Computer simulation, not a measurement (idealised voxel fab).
Herein follows the process module entitled voxel spacer lines.
Square cells of 5 nm make up the cross-section cut, whose width is 280 nm.
The cross-sections in this document take the form of a grid made of square cells. They are written out as bands, in order from top to bottom. Each band consists of one or more rows of cells. Band entry format. Leading values: height of top, height of bottom, nm. Remainder: materials in left-to-right order, each with its width in nm. Special words: "everywhere" on a single material, which then fills the band edge to edge; "blank", empty space. Basically, 0 is our baseline, since under it the wafer straight out of the box is all one material. The bottom band has no lower end and keeps on going down, so it looks like "0 nm and below". A two-number width, for instance "30->40", indicates that the width is equal to the first number in the top row of the band and to the second number in the bottom row, and that it changes by a constant amount per row of cells. Where the words "everything unchanged" appear for a step, the cross-section shows no cell changed by that step; every cell remained as before. Empty spaces counting at least 8 cells and having no open way to the top are listed in "Closed empty spaces". The notation width x height at distance is used for each, the distance being from the left edge and all three values in nm. Step line, after settings: the simulator's comment on this step. overlay nm, on a step with a mask: how far to the right of its planned place the mask lay; to the left if negative.

Process steps - plan
1) RECEIVE: material Si
2) CONFORMAL_DEP: material Al2O3, thk nm 10
3) DIRECTIONAL_DEP: material polySi, thk nm 10
4) DIRECTIONAL_DEP: material aC, thk nm 30
5) PATTERN: tone cover, mask id MANDREL, material resist, width nm 15, pitch nm 60, thk nm 40, overlay nm 0
6) DIRECTIONAL_ETCH: etch materials aC, depth nm 30
7) STRIP: etch materials resist
8) CONFORMAL_DEP: material SiN, thk nm 15
9) DIRECTIONAL_ETCH: etch materials SiN, depth nm 15
10) STRIP: etch materials aC
11) DIRECTIONAL_ETCH: etch materials polySi, depth nm 10
12) STRIP: etch materials SiN
The wafers are alike at the start. At step 5, their width nm differs. The plan lists the first wafer's value.

Cross-sectional view of the first of several wafers in the as-received condition, corresponding to the state following step 1
    0 nm and below | Si everywhere
    Closed empty spaces: none

Where each wafer stands at the end of the module, a row apiece: cells of each material gained (+) or lost (-) since it was received, then closed voids
width nm 15, +112 Al2O3, +24 polySi, Closed empty spaces: none
width nm 20, +112 Al2O3, +24 polySi, Closed empty spaces: none
width nm 25, +112 Al2O3, +24 polySi, Closed empty spaces: none
width nm 30, +112 Al2O3, +24 polySi, Closed empty spaces: none
